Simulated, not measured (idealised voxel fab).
Title: Process Module voxel transistor to metal
Cross-section cut spans 295 nm and uses square cells 5 nm in size.
Square cells in a grid make up a cross-section in this document, and the grid is given as bands, listed from the top down, each one or more rows of cells.
Heights first: top, then bottom, in nm. Then materials, left to right, each with a width in nm. "all across" on a single material: fills the band edge to edge. "empty": empty space.
Ref level 0: as-received wafer is one material below here. Bottom band extends down with no lower bound ("0 and below").
Width spec "30->40" -> top row of cells at first value, bottom row at second value, equal per-row change in between.
Given "no alteration" for a step, no cell of the cross-section differs between before and after that step.
If an empty space has no open way to the top and is at least 8 cells in size, "Voids, fully enclosed" lists it, written width x height at distance, where distance is measured from the left edge and every value is in nm.
On a step's line, text after the settings is the simulator commenting on that step.
overlay nm, on a step with a mask: how far to the right of its planned place the mask lay; to the left if negative

Here's what the planned process steps look like:
step 1: RECEIVE | material Si
step 2: CONFORMAL_DEP | material SiO2 | thk nm 5
step 3: CONFORMAL_DEP | material SiN | thk nm 10
step 4: MASKED_ETCH | tone cover | mask id ACTIVE | width nm 110 | pitch nm 140 | etch materials SiN | depth nm 10 | overlay nm 0
step 5: MASKED_ETCH | tone cover | mask id ACTIVE | width nm 110 | pitch nm 140 | etch materials SiO2 | depth nm 5 | overlay nm 0
step 6: MASKED_ETCH | tone cover | mask id ACTIVE | width nm 110 | pitch nm 140 | etch materials Si | depth nm 20 | overlay nm 0
step 7: FILL_DEP | material SiO2 | thk nm 5
step 8: CMP | height nm 15
step 9: SELECTIVE_ETCH | etch materials SiO2 | depth nm 5
step 10: STRIP | etch materials SiN
step 11: SELECTIVE_ETCH | etch materials SiO2 | depth nm 5
step 12: OXIDIZE | depth nm 5
step 13: DIRECTIONAL_DEP | material polySi | thk nm 30
step 14: DIRECTIONAL_DEP | material SiCN | thk nm 10
step 15: MASKED_ETCH | tone cover | mask id GATE | width nm 20 | pitch nm 140 | etch materials SiCN | depth nm 20 | overlay nm 0
step 16: MASKED_ETCH | tone cover | mask id GATE | width nm 20 | pitch nm 140 | etch materials polySi | depth nm 40 | overlay nm 0
step 17: CONFORMAL_DEP | material SiO2 | thk nm 5
step 18: DIRECTIONAL_ETCH | etch materials SiO2 | depth nm 5
step 19: CONFORMAL_DEP | material SiN | thk nm 10
step 20: DIRECTIONAL_ETCH | etch materials SiN | depth nm 10
step 21: DIRECTIONAL_ETCH | etch materials SiO2 | depth nm 5
step 22: DIRECTIONAL_ETCH | etch materials Si | depth nm 15
step 23: EPI | material pSi | thk nm 15
step 24: FILL_DEP | material SiO2 | thk nm 10
step 25: CMP | height nm 40
step 26: DIRECTIONAL_DEP | material SiO2 | thk nm 15
step 27: PATTERN | tone open | mask id CONTACT | material resist | width nm 20 | thk nm 20 | overlay nm 0
step 28: DIRECTIONAL_ETCH | etch materials SiO2 | depth nm 45
step 29: STRIP | etch materials resist
step 30: CONFORMAL_DEP | material TiN | thk nm 5
step 31: FILL_DEP | material Ru | thk nm 5
step 32: CMP | height nm 55
step 33: CONFORMAL_DEP | material SiCN | thk nm 5
step 34: DIRECTIONAL_DEP | material SiO2 | thk nm 20
step 35: DIRECTIONAL_DEP | material aC | thk nm 10
step 36: PATTERN | tone open | mask id METAL_1 | material resist | width nm 20 | thk nm 30 | overlay nm 0
step 37: DIRECTIONAL_ETCH | etch materials aC | depth nm 10
step 38: STRIP | etch materials resist
step 39: DIRECTIONAL_ETCH | etch materials SiO2 | depth nm 20
step 40: DIRECTIONAL_ETCH | etch materials SiCN | depth nm 5
step 41: STRIP | etch materials aC
step 42: CONFORMAL_DEP | material TiN | thk nm 5
step 43: FILL_DEP | material Cu | thk nm 5
step 44: CMP | height nm 80
step 45: CONFORMAL_DEP | material SiCN | thk nm 5

First wafer, as planned:

Incoming wafer in cross-section (state: after step 1):
	0 and below | Si all across
	Voids, fully enclosed: none

Cross-sectional representation of the wafer at the conclusion of step 2:
	5 down to 0 | SiO2 all across
	Heights below 0 show no change.

Cross-sectional representation of the wafer at the conclusion of step 3:
	15 down to 5 | SiN all across
	Heights below 5 show no change.

Cross-sectional representation of the wafer at the conclusion of step 4:
	15 down to 5 | empty=20; SiN=110; empty=30; SiN=110; empty=25
	Heights below 5 show no change.

Cross-sectional representation of the wafer at the conclusion of step 5:
	15 down to 5 | empty=20; SiN=110; empty=30; SiN=110; empty=25
	5 down to 0 | empty=20; SiO2=110; empty=30; SiO2=110; empty=25
	Heights below 0 show no change.

Cross-sectional representation of the wafer at the conclusion of step 6:
	15 down to 5 | empty=20; SiN=110; empty=30; SiN=110; empty=25
	5 down to 0 | empty=20; SiO2=110; empty=30; SiO2=110; empty=25
	0 down to -20 | empty=20; Si=110; empty=30; Si=110; empty=25
	Heights below -20 show no change.

Cross-sectional representation of the wafer at the conclusion of step 7:
	20 down to 15 | SiO2 all across
	15 down to 5 | SiO2=20; SiN=110; SiO2=30; SiN=110; SiO2=25
	5 down to 0 | SiO2 all across
	0 down to -20 | SiO2=20; Si=110; SiO2=30; Si=110; SiO2=25
	Heights below -20 show no change.

Cross-sectional representation of the wafer at the conclusion of step 8:
	15 down to 5 | SiO2=20; SiN=110; SiO2=30; SiN=110; SiO2=25
	Heights below 5 show no change.

Cross-sectional representation of the wafer at the conclusion of step 9:
	15 down to 10 | empty=20; SiN=110; empty=30; SiN=110; empty=25
	Heights below 10 show no change.

Cross-sectional representation of the wafer at the conclusion of step 10:
	10 down to 5 | SiO2=20; empty=110; SiO2=30; empty=110; SiO2=25
	Heights below 5 show no change.

Cross-sectional representation of the wafer at the conclusion of step 11:
	5 down to 0 | SiO2=15; empty=120; SiO2=20; empty=120; SiO2=20
	Heights below 0 show no change.

Cross-sectional representation of the wafer at the conclusion of step 12:
	5 down to 0 | SiO2=15; empty=120; SiO2=20; empty=120; SiO2=20
	0 down to -5 | SiO2 all across
	Heights below -5 show no change.

Cross-sectional representation of the wafer at the conclusion of step 13:
	35 down to 30 | polySi=15; empty=120; polySi=20; empty=120; polySi=20
	30 down to 5 | polySi all across
	5 down to 0 | SiO2=15; polySi=120; SiO2=20; polySi=120; SiO2=20
	Heights below 0 show no change.

Cross-sectional representation of the wafer at the conclusion of step 14:
	45 down to 40 | SiCN=15; empty=120; SiCN=20; empty=120; SiCN=20
	40 down to 35 | SiCN all across
	35 down to 30 | polySi=15; SiCN=120; polySi=20; SiCN=120; polySi=20
	Heights below 30 show no change.

Cross-sectional representation of the wafer at the conclusion of step 15:
	40 down to 35 | empty=65; SiCN=20; empty=120; SiCN=20; empty=70
	35 down to 30 | polySi=15; empty=50; SiCN=20; empty=50; polySi=20; empty=50; SiCN=20; empty=50; polySi=20
	Heights below 30 show no change.

Cross-sectional representation of the wafer at the conclusion of step 16:
	40 down to 30 | empty=65; SiCN=20; empty=120; SiCN=20; empty=70
	30 down to 5 | empty=65; polySi=20; empty=120; polySi=20; empty=70
	5 down to 0 | SiO2=15; empty=50; polySi=20; empty=50; SiO2=20; empty=50; polySi=20; empty=50; SiO2=20
	Heights below 0 show no change.

Cross-sectional representation of the wafer at the conclusion of step 17:
	45 down to 40 | empty=60; SiO2=30; empty=110; SiO2=30; empty=65
	40 down to 30 | empty=60; SiO2=5; SiCN=20; SiO2=5; empty=110; SiO2=5; SiCN=20; SiO2=5; empty=65
	30 down to 10 | empty=60; SiO2=5; polySi=20; SiO2=5; empty=110; SiO2=5; polySi=20; SiO2=5; empty=65
	10 down to 5 | SiO2=20; empty=40; SiO2=5; polySi=20; SiO2=5; empty=40; SiO2=30; empty=40; SiO2=5; polySi=20; SiO2=5; empty=40; SiO2=25
	5 down to 0 | SiO2=65; polySi=20; SiO2=120; polySi=20; SiO2=70
	Heights below 0 show no change.

Cross-sectional representation of the wafer at the conclusion of step 18:
	40 down to 30 | empty=60; SiO2=5; SiCN=20; SiO2=5; empty=110; SiO2=5; SiCN=20; SiO2=5; empty=65
	30 down to 5 | empty=60; SiO2=5; polySi=20; SiO2=5; empty=110; SiO2=5; polySi=20; SiO2=5; empty=65
	5 down to 0 | SiO2=20; empty=40; SiO2=5; polySi=20; SiO2=5; empty=40; SiO2=30; empty=40; SiO2=5; polySi=20; SiO2=5; empty=40; SiO2=25
	Heights below 0 show no change.

Cross-sectional representation of the wafer at the conclusion of step 19:
	50 down to 40 | empty=50; SiN=50; empty=90; SiN=50; empty=55
	40 down to 30 | empty=50; SiN=10; SiO2=5; SiCN=20; SiO2=5; SiN=10; empty=90; SiN=10; SiO2=5; SiCN=20; SiO2=5; SiN=10; empty=55
	30 down to 15 | empty=50; SiN=10; SiO2=5; polySi=20; SiO2=5; SiN=10; empty=90; SiN=10; SiO2=5; polySi=20; SiO2=5; SiN=10; empty=55
	15 down to 10 | SiN=30; empty=20; SiN=10; SiO2=5; polySi=20; SiO2=5; SiN=10; empty=20; SiN=50; empty=20; SiN=10; SiO2=5; polySi=20; SiO2=5; SiN=10; empty=20; SiN=35
	10 down to 5 | SiN=60; SiO2=5; polySi=20; SiO2=5; SiN=110; SiO2=5; polySi=20; SiO2=5; SiN=65
	5 down to 0 | SiO2=20; SiN=40; SiO2=5; polySi=20; SiO2=5; SiN=40; SiO2=30; SiN=40; SiO2=5; polySi=20; SiO2=5; SiN=40; SiO2=25
	Heights below 0 show no change.

Cross-sectional representation of the wafer at the conclusion of step 20:
	40 down to 30 | empty=50; SiN=10; SiO2=5; SiCN=20; SiO2=5; SiN=10; empty=90; SiN=10; SiO2=5; SiCN=20; SiO2=5; SiN=10; empty=55
	30 down to 5 | empty=50; SiN=10; SiO2=5; polySi=20; SiO2=5; SiN=10; empty=90; SiN=10; SiO2=5; polySi=20; SiO2=5; SiN=10; empty=55
	5 down to 0 | SiO2=20; SiN=10; empty=20; SiN=10; SiO2=5; polySi=20; SiO2=5; SiN=10; empty=20; SiN=10; SiO2=30; SiN=10; empty=20; SiN=10; SiO2=5; polySi=20; SiO2=5; SiN=10; empty=20; SiN=10; SiO2=25
	Heights below 0 show no change.

Cross-sectional representation of the wafer at the conclusion of step 21:
	40 down to 35 | empty=50; SiN=10; empty=5; SiCN=20; empty=5; SiN=10; empty=90; SiN=10; empty=5; SiCN=20; empty=5; SiN=10; empty=55
	35 down to 30 | empty=50; SiN=10; SiO2=5; SiCN=20; SiO2=5; SiN=10; empty=90; SiN=10; SiO2=5; SiCN=20; SiO2=5; SiN=10; empty=55
	30 down to 5 | empty=50; SiN=10; SiO2=5; polySi=20; SiO2=5; SiN=10; empty=90; SiN=10; SiO2=5; polySi=20; SiO2=5; SiN=10; empty=55
	5 down to 0 | empty=20; SiN=10; empty=20; SiN=10; SiO2=5; polySi=20; SiO2=5; SiN=10; empty=20; SiN=10; empty=30; SiN=10; empty=20; SiN=10; SiO2=5; polySi=20; SiO2=5; SiN=10; empty=20; SiN=10; empty=25
	0 down to -5 | SiO2=30; empty=20; SiO2=50; empty=20; SiO2=50; empty=20; SiO2=50; empty=20; SiO2=35
	Heights below -5 show no change.

Cross-sectional representation of the wafer at the conclusion of step 22:
	40 down to 35 | empty=50; SiN=10; empty=5; SiCN=20; empty=5; SiN=10; empty=90; SiN=10; empty=5; SiCN=20; empty=5; SiN=10; empty=55
	35 down to 30 | empty=50; SiN=10; SiO2=5; SiCN=20; SiO2=5; SiN=10; empty=90; SiN=10; SiO2=5; SiCN=20; SiO2=5; SiN=10; empty=55
	30 down to 5 | empty=50; SiN=10; SiO2=5; polySi=20; SiO2=5; SiN=10; empty=90; SiN=10; SiO2=5; polySi=20; SiO2=5; SiN=10; empty=55
	5 down to 0 | empty=20; SiN=10; empty=20; SiN=10; SiO2=5; polySi=20; SiO2=5; SiN=10; empty=20; SiN=10; empty=30; SiN=10; empty=20; SiN=10; SiO2=5; polySi=20; SiO2=5; SiN=10; empty=20; SiN=10; empty=25
	0 down to -5 | SiO2=30; empty=20; SiO2=50; empty=20; SiO2=50; empty=20; SiO2=50; empty=20; SiO2=35
	-5 down to -20 | SiO2=20; Si=10; empty=20; Si=50; empty=20; Si=10; SiO2=30; Si=10; empty=20; Si=50; empty=20; Si=10; SiO2=25
	Heights below -20 show no change.

Cross-sectional representation of the wafer at the conclusion of step 23:
	40 down to 35 | empty=50; SiN=10; empty=5; SiCN=20; empty=5; SiN=10; empty=90; SiN=10; empty=5; SiCN=20; empty=5; SiN=10; empty=55
	35 down to 30 | empty=50; SiN=10; SiO2=5; SiCN=20; SiO2=5; SiN=10; empty=90; SiN=10; SiO2=5; SiCN=20; SiO2=5; SiN=10; empty=55
	30 down to 10 | empty=50; SiN=10; SiO2=5; polySi=20; SiO2=5; SiN=10; empty=90; SiN=10; SiO2=5; polySi=20; SiO2=5; SiN=10; empty=55
	10 down to 5 | empty=25; pSi=25; SiN=10; SiO2=5; polySi=20; SiO2=5; SiN=10; pSi=25; empty=40; pSi=25; SiN=10; SiO2=5; polySi=20; SiO2=5; SiN=10; pSi=25; empty=30
	5 down to 0 | empty=20; SiN=10; pSi=20; SiN=10; SiO2=5; polySi=20; SiO2=5; SiN=10; pSi=20; SiN=10; empty=30; SiN=10; pSi=20; SiN=10; SiO2=5; polySi=20; SiO2=5; SiN=10; pSi=20; SiN=10; empty=25
	0 down to -5 | SiO2=30; pSi=20; SiO2=50; pSi=20; SiO2=50; pSi=20; SiO2=50; pSi=20; SiO2=35
	-5 down to -20 | SiO2=20; Si=10; pSi=20; Si=50; pSi=20; Si=10; SiO2=30; Si=10; pSi=20; Si=50; pSi=20; Si=10; SiO2=25
	Heights below -20 show no change.

Cross-sectional representation of the wafer at the conclusion of step 24:
	50 down to 40 | SiO2 all across
	40 down to 30 | SiO2=50; SiN=10; SiO2=5; SiCN=20; SiO2=5; SiN=10; SiO2=90; SiN=10; SiO2=5; SiCN=20; SiO2=5; SiN=10; SiO2=55
	30 down to 10 | SiO2=50; SiN=10; SiO2=5; polySi=20; SiO2=5; SiN=10; SiO2=90; SiN=10; SiO2=5; polySi=20; SiO2=5; SiN=10; SiO2=55
	10 down to 5 | SiO2=25; pSi=25; SiN=10; SiO2=5; polySi=20; SiO2=5; SiN=10; pSi=25; SiO2=40; pSi=25; SiN=10; SiO2=5; polySi=20; SiO2=5; SiN=10; pSi=25; SiO2=30
	5 down to 0 | SiO2=20; SiN=10; pSi=20; SiN=10; SiO2=5; polySi=20; SiO2=5; SiN=10; pSi=20; SiN=10; SiO2=30; SiN=10; pSi=20; SiN=10; SiO2=5; polySi=20; SiO2=5; SiN=10; pSi=20; SiN=10; SiO2=25
	Heights below 0 show no change.

Cross-sectional representation of the wafer at the conclusion of step 25:
	40 down to 30 | SiO2=50; SiN=10; SiO2=5; SiCN=20; SiO2=5; SiN=10; SiO2=90; SiN=10; SiO2=5; SiCN=20; SiO2=5; SiN=10; SiO2=55
	Heights below 30 show no change.

Cross-sectional representation of the wafer at the conclusion of step 26:
	55 down to 40 | SiO2 all across
	Heights below 40 show no change.

Cross-sectional representation of the wafer at the conclusion of step 27:
	75 down to 55 | resist=25; empty=20; resist=60; empty=20; resist=40; empty=20; resist=60; empty=20; resist=30
	Heights below 55 show no change.

Cross-sectional representation of the wafer at the conclusion of step 28:
	75 down to 55 | resist=25; empty=20; resist=60; empty=20; resist=40; empty=20; resist=60; empty=20; resist=30
	55 down to 40 | SiO2=25; empty=20; SiO2=60; empty=20; SiO2=40; empty=20; SiO2=60; empty=20; SiO2=30
	40 down to 30 | SiO2=25; empty=20; SiO2=5; SiN=10; SiO2=5; SiCN=20; SiO2=5; SiN=10; SiO2=5; empty=20; SiO2=40; empty=20; SiO2=5; SiN=10; SiO2=5; SiCN=20; SiO2=5; SiN=10; SiO2=5; empty=20; SiO2=30
	30 down to 10 | SiO2=25; empty=20; SiO2=5; SiN=10; SiO2=5; polySi=20; SiO2=5; SiN=10; SiO2=5; empty=20; SiO2=40; empty=20; SiO2=5; SiN=10; SiO2=5; polySi=20; SiO2=5; SiN=10; SiO2=5; empty=20; SiO2=30
	Heights below 10 show no change.

Cross-sectional representation of the wafer at the conclusion of step 29:
	55 down to 40 | SiO2=25; empty=20; SiO2=60; empty=20; SiO2=40; empty=20; SiO2=60; empty=20; SiO2=30
	Heights below 40 show no change.

Cross-sectional representation of the wafer at the conclusion of step 30:
	60 down to 55 | TiN=30; empty=10; TiN=70; empty=10; TiN=50; empty=10; TiN=70; empty=10; TiN=35
	55 down to 40 | SiO2=25; TiN=5; empty=10; TiN=5; SiO2=60; TiN=5; empty=10; TiN=5; SiO2=40; TiN=5; empty=10; TiN=5; SiO2=60; TiN=5; empty=10; TiN=5; SiO2=30
	40 down to 30 | SiO2=25; TiN=5; empty=10; TiN=5; SiO2=5; SiN=10; SiO2=5; SiCN=20; SiO2=5; SiN=10; SiO2=5; TiN=5; empty=10; TiN=5; SiO2=40; TiN=5; empty=10; TiN=5; SiO2=5; SiN=10; SiO2=5; SiCN=20; SiO2=5; SiN=10; SiO2=5; TiN=5; empty=10; TiN=5; SiO2=30
	30 down to 15 | SiO2=25; TiN=5; empty=10; TiN=5; SiO2=5; SiN=10; SiO2=5; polySi=20; SiO2=5; SiN=10; SiO2=5; TiN=5; empty=10; TiN=5; SiO2=40; TiN=5; empty=10; TiN=5; SiO2=5; SiN=10; SiO2=5; polySi=20; SiO2=5; SiN=10; SiO2=5; TiN=5; empty=10; TiN=5; SiO2=30
	15 down to 10 | SiO2=25; TiN=20; SiO2=5; SiN=10; SiO2=5; polySi=20; SiO2=5; SiN=10; SiO2=5; TiN=20; SiO2=40; TiN=20; SiO2=5; SiN=10; SiO2=5; polySi=20; SiO2=5; SiN=10; SiO2=5; TiN=20; SiO2=30
	Heights below 10 show no change.

Cross-sectional representation of the wafer at the conclusion of step 31:
	65 down to 60 | Ru all across
	60 down to 55 | TiN=30; Ru=10; TiN=70; Ru=10; TiN=50; Ru=10; TiN=70; Ru=10; TiN=35
	55 down to 40 | SiO2=25; TiN=5; Ru=10; TiN=5; SiO2=60; TiN=5; Ru=10; TiN=5; SiO2=40; TiN=5; Ru=10; TiN=5; SiO2=60; TiN=5; Ru=10; TiN=5; SiO2=30
	40 down to 30 | SiO2=25; TiN=5; Ru=10; TiN=5; SiO2=5; SiN=10; SiO2=5; SiCN=20; SiO2=5; SiN=10; SiO2=5; TiN=5; Ru=10; TiN=5; SiO2=40; TiN=5; Ru=10; TiN=5; SiO2=5; SiN=10; SiO2=5; SiCN=20; SiO2=5; SiN=10; SiO2=5; TiN=5; Ru=10; TiN=5; SiO2=30
	30 down to 15 | SiO2=25; TiN=5; Ru=10; TiN=5; SiO2=5; SiN=10; SiO2=5; polySi=20; SiO2=5; SiN=10; SiO2=5; TiN=5; Ru=10; TiN=5; SiO2=40; TiN=5; Ru=10; TiN=5; SiO2=5; SiN=10; SiO2=5; polySi=20; SiO2=5; SiN=10; SiO2=5; TiN=5; Ru=10; TiN=5; SiO2=30
	Heights below 15 show no change.

Cross-sectional representation of the wafer at the conclusion of step 32:
	55 down to 40 | SiO2=25; TiN=5; Ru=10; TiN=5; SiO2=60; TiN=5; Ru=10; TiN=5; SiO2=40; TiN=5; Ru=10; TiN=5; SiO2=60; TiN=5; Ru=10; TiN=5; SiO2=30
	Heights below 40 show no change.

Cross-sectional representation of the wafer at the conclusion of step 33:
	60 down to 55 | SiCN all across
	Heights below 55 show no change.

Cross-sectional representation of the wafer at the conclusion of step 34:
	80 down to 60 | SiO2 all across
	Heights below 60 show no change.

Cross-sectional representation of the wafer at the conclusion of step 35:
	90 down to 80 | aC all across
	Heights below 80 show no change.

Cross-sectional representation of the wafer at the conclusion of step 36:
	120 down to 90 | resist=25; empty=20; resist=60; empty=20; resist=40; empty=20; resist=60; empty=20; resist=30
	Heights below 90 show no change.

Cross-sectional representation of the wafer at the conclusion of step 37:
	110 down to 90 | resist=25; empty=20; resist=60; empty=20; resist=40; empty=20; resist=60; empty=20; resist=30
	90 down to 80 | aC=25; empty=20; aC=60; empty=20; aC=40; empty=20; aC=60; empty=20; aC=30
	Heights below 80 show no change.

Cross-sectional representation of the wafer at the conclusion of step 38:
	90 down to 80 | aC=25; empty=20; aC=60; empty=20; aC=40; empty=20; aC=60; empty=20; aC=30
	Heights below 80 show no change.

Cross-sectional representation of the wafer at the conclusion of step 39:
	90 down to 80 | aC=25; empty=20; aC=60; empty=20; aC=40; empty=20; aC=60; empty=20; aC=30
	80 down to 60 | SiO2=25; empty=20; SiO2=60; empty=20; SiO2=40; empty=20; SiO2=60; empty=20; SiO2=30
	Heights below 60 show no change.

Cross-sectional representation of the wafer at the conclusion of step 40:
	90 down to 80 | aC=25; empty=20; aC=60; empty=20; aC=40; empty=20; aC=60; empty=20; aC=30
	80 down to 60 | SiO2=25; empty=20; SiO2=60; empty=20; SiO2=40; empty=20; SiO2=60; empty=20; SiO2=30
	60 down to 55 | SiCN=25; empty=20; SiCN=60; empty=20; SiCN=40; empty=20; SiCN=60; empty=20; SiCN=30
	Heights below 55 show no change.

Cross-sectional representation of the wafer at the conclusion of step 41:
	80 down to 60 | SiO2=25; empty=20; SiO2=60; empty=20; SiO2=40; empty=20; SiO2=60; empty=20; SiO2=30
	Heights below 60 show no change.

Cross-sectional representation of the wafer at the conclusion of step 42:
	85 down to 80 | TiN=30; empty=10; TiN=70; empty=10; TiN=50; empty=10; TiN=70; empty=10; TiN=35
	80 down to 60 | SiO2=25; TiN=5; empty=10; TiN=5; SiO2=60; TiN=5; empty=10; TiN=5; SiO2=40; TiN=5; empty=10; TiN=5; SiO2=60; TiN=5; empty=10; TiN=5; SiO2=30
	60 down to 55 | SiCN=25; TiN=20; SiCN=60; TiN=20; SiCN=40; TiN=20; SiCN=60; TiN=20; SiCN=30
	Heights below 55 show no change.

Cross-sectional representation of the wafer at the conclusion of step 43:
	90 down to 85 | Cu all across
	85 down to 80 | TiN=30; Cu=10; TiN=70; Cu=10; TiN=50; Cu=10; TiN=70; Cu=10; TiN=35
	80 down to 60 | SiO2=25; TiN=5; Cu=10; TiN=5; SiO2=60; TiN=5; Cu=10; TiN=5; SiO2=40; TiN=5; Cu=10; TiN=5; SiO2=60; TiN=5; Cu=10; TiN=5; SiO2=30
	Heights below 60 show no change.

Cross-sectional representation of the wafer at the conclusion of step 44:
	80 down to 60 | SiO2=25; TiN=5; Cu=10; TiN=5; SiO2=60; TiN=5; Cu=10; TiN=5; SiO2=40; TiN=5; Cu=10; TiN=5; SiO2=60; TiN=5; Cu=10; TiN=5; SiO2=30
	Heights below 60 show no change.

Cross-sectional representation of the wafer at the conclusion of step 45:
	85 down to 80 | SiCN all across
	Heights below 80 show no change.

Companion wafer, the second of two: same beginning, same intended sequence, one mistake in carrying it out; through step 26 inclusive it tracks the first exactly:

Look at the second wafer in cross-section at the time step 27 ought to have finished:
	75 down to 55 | resist=20; empty=30; resist=50; empty=30; resist=30; empty=30; resist=50; empty=30; resist=25
	Heights below 55 show no change.

Look at the second wafer in cross-section at the time step 28 ought to have finished:
	75 down to 55 | resist=20; empty=30; resist=50; empty=30; resist=30; empty=30; resist=50; empty=30; resist=25
	55 down to 40 | SiO2=20; empty=30; SiO2=50; empty=30; SiO2=30; empty=30; SiO2=50; empty=30; SiO2=25
	40 down to 30 | SiO2=20; empty=30; SiN=10; SiO2=5; SiCN=20; SiO2=5; SiN=10; empty=30; SiO2=30; empty=30; SiN=10; SiO2=5; SiCN=20; SiO2=5; SiN=10; empty=30; SiO2=25
	30 down to 10 | SiO2=20; empty=30; SiN=10; SiO2=5; polySi=20; SiO2=5; SiN=10; empty=30; SiO2=30; empty=30; SiN=10; SiO2=5; polySi=20; SiO2=5; SiN=10; empty=30; SiO2=25
	Heights below 10 show no change.

Look at the second wafer in cross-section at the time step 29 ought to have finished:
	55 down to 40 | SiO2=20; empty=30; SiO2=50; empty=30; SiO2=30; empty=30; SiO2=50; empty=30; SiO2=25
	Heights below 40 show no change.

Look at the second wafer in cross-section at the time step 30 ought to have finished:
	60 down to 55 | TiN=25; empty=20; TiN=60; empty=20; TiN=40; empty=20; TiN=60; empty=20; TiN=30
	55 down to 40 | SiO2=20; TiN=5; empty=20; TiN=5; SiO2=50; TiN=5; empty=20; TiN=5; SiO2=30; TiN=5; empty=20; TiN=5; SiO2=50; TiN=5; empty=20; TiN=5; SiO2=25
	40 down to 30 | SiO2=20; TiN=5; empty=20; TiN=5; SiN=10; SiO2=5; SiCN=20; SiO2=5; SiN=10; TiN=5; empty=20; TiN=5; SiO2=30; TiN=5; empty=20; TiN=5; SiN=10; SiO2=5; SiCN=20; SiO2=5; SiN=10; TiN=5; empty=20; TiN=5; SiO2=25
	30 down to 15 | SiO2=20; TiN=5; empty=20; TiN=5; SiN=10; SiO2=5; polySi=20; SiO2=5; SiN=10; TiN=5; empty=20; TiN=5; SiO2=30; TiN=5; empty=20; TiN=5; SiN=10; SiO2=5; polySi=20; SiO2=5; SiN=10; TiN=5; empty=20; TiN=5; SiO2=25
	15 down to 10 | SiO2=20; TiN=30; SiN=10; SiO2=5; polySi=20; SiO2=5; SiN=10; TiN=30; SiO2=30; TiN=30; SiN=10; SiO2=5; polySi=20; SiO2=5; SiN=10; TiN=30; SiO2=25
	Heights below 10 show no change.

Look at the second wafer in cross-section at the time step 31 ought to have finished:
	65 down to 60 | Ru all across
	60 down to 55 | TiN=25; Ru=20; TiN=60; Ru=20; TiN=40; Ru=20; TiN=60; Ru=20; TiN=30
	55 down to 40 | SiO2=20; TiN=5; Ru=20; TiN=5; SiO2=50; TiN=5; Ru=20; TiN=5; SiO2=30; TiN=5; Ru=20; TiN=5; SiO2=50; TiN=5; Ru=20; TiN=5; SiO2=25
	40 down to 30 | SiO2=20; TiN=5; Ru=20; TiN=5; SiN=10; SiO2=5; SiCN=20; SiO2=5; SiN=10; TiN=5; Ru=20; TiN=5; SiO2=30; TiN=5; Ru=20; TiN=5; SiN=10; SiO2=5; SiCN=20; SiO2=5; SiN=10; TiN=5; Ru=20; TiN=5; SiO2=25
	30 down to 15 | SiO2=20; TiN=5; Ru=20; TiN=5; SiN=10; SiO2=5; polySi=20; SiO2=5; SiN=10; TiN=5; Ru=20; TiN=5; SiO2=30; TiN=5; Ru=20; TiN=5; SiN=10; SiO2=5; polySi=20; SiO2=5; SiN=10; TiN=5; Ru=20; TiN=5; SiO2=25
	Heights below 15 show no change.

Look at the second wafer in cross-section at the time step 32 ought to have finished:
	55 down to 40 | SiO2=20; TiN=5; Ru=20; TiN=5; SiO2=50; TiN=5; Ru=20; TiN=5; SiO2=30; TiN=5; Ru=20; TiN=5; SiO2=50; TiN=5; Ru=20; TiN=5; SiO2=25
	Heights below 40 show no change.

Look at the second wafer in cross-section at the time step 33 ought to have finished:
	60 down to 55 | SiCN all across
	Heights below 55 show no change.

Look at the second wafer in cross-section at the time step 34 ought to have finished:
	80 down to 60 | SiO2 all across
	Heights below 60 show no change.

Look at the second wafer in cross-section at the time step 35 ought to have finished:
	90 down to 80 | aC all across
	Heights below 80 show no change.

Look at the second wafer in cross-section at the time step 36 ought to have finished:
	120 down to 90 | resist=25; empty=20; resist=60; empty=20; resist=40; empty=20; resist=60; empty=20; resist=30
	Heights below 90 show no change.

Look at the second wafer in cross-section at the time step 37 ought to have finished:
	110 down to 90 | resist=25; empty=20; resist=60; empty=20; resist=40; empty=20; resist=60; empty=20; resist=30
	90 down to 80 | aC=25; empty=20; aC=60; empty=20; aC=40; empty=20; aC=60; empty=20; aC=30
	Heights below 80 show no change.

Look at the second wafer in cross-section at the time step 38 ought to have finished:
	90 down to 80 | aC=25; empty=20; aC=60; empty=20; aC=40; empty=20; aC=60; empty=20; aC=30
	Heights below 80 show no change.

Look at the second wafer in cross-section at the time step 39 ought to have finished:
	90 down to 80 | aC=25; empty=20; aC=60; empty=20; aC=40; empty=20; aC=60; empty=20; aC=30
	80 down to 60 | SiO2=25; empty=20; SiO2=60; empty=20; SiO2=40; empty=20; SiO2=60; empty=20; SiO2=30
	Heights below 60 show no change.

Look at the second wafer in cross-section at the time step 40 ought to have finished:
	90 down to 80 | aC=25; empty=20; aC=60; empty=20; aC=40; empty=20; aC=60; empty=20; aC=30
	80 down to 60 | SiO2=25; empty=20; SiO2=60; empty=20; SiO2=40; empty=20; SiO2=60; empty=20; SiO2=30
	60 down to 55 | SiCN=25; empty=20; SiCN=60; empty=20; SiCN=40; empty=20; SiCN=60; empty=20; SiCN=30
	Heights below 55 show no change.

Look at the second wafer in cross-section at the time step 41 ought to have finished:
	80 down to 60 | SiO2=25; empty=20; SiO2=60; empty=20; SiO2=40; empty=20; SiO2=60; empty=20; SiO2=30
	Heights below 60 show no change.

Look at the second wafer in cross-section at the time step 42 ought to have finished:
	85 down to 80 | TiN=30; empty=10; TiN=70; empty=10; TiN=50; empty=10; TiN=70; empty=10; TiN=35
	80 down to 60 | SiO2=25; TiN=5; empty=10; TiN=5; SiO2=60; TiN=5; empty=10; TiN=5; SiO2=40; TiN=5; empty=10; TiN=5; SiO2=60; TiN=5; empty=10; TiN=5; SiO2=30
	60 down to 55 | SiCN=25; TiN=20; SiCN=60; TiN=20; SiCN=40; TiN=20; SiCN=60; TiN=20; SiCN=30
	Heights below 55 show no change.

Look at the second wafer in cross-section at the time step 43 ought to have finished:
	90 down to 85 | Cu all across
	85 down to 80 | TiN=30; Cu=10; TiN=70; Cu=10; TiN=50; Cu=10; TiN=70; Cu=10; TiN=35
	80 down to 60 | SiO2=25; TiN=5; Cu=10; TiN=5; SiO2=60; TiN=5; Cu=10; TiN=5; SiO2=40; TiN=5; Cu=10; TiN=5; SiO2=60; TiN=5; Cu=10; TiN=5; SiO2=30
	Heights below 60 show no change.

Look at the second wafer in cross-section at the time step 44 ought to have finished:
	80 down to 60 | SiO2=25; TiN=5; Cu=10; TiN=5; SiO2=60; TiN=5; Cu=10; TiN=5; SiO2=40; TiN=5; Cu=10; TiN=5; SiO2=60; TiN=5; Cu=10; TiN=5; SiO2=30
	Heights below 60 show no change.

Look at the second wafer in cross-section at the time step 45 ought to have finished:
	85 down to 80 | SiCN all across
	Heights below 80 show no change.
Misprocessing identified: step 27 changed vs plan, executed as PATTERN | tone open | mask id CONTACT | material resist | width nm 30 | thk nm 20 | overlay nm 0
The final cell counts differ between the wafers, with the second having more or fewer of some materials than the first: +64 Ru, -72 SiO2, +8 TiN
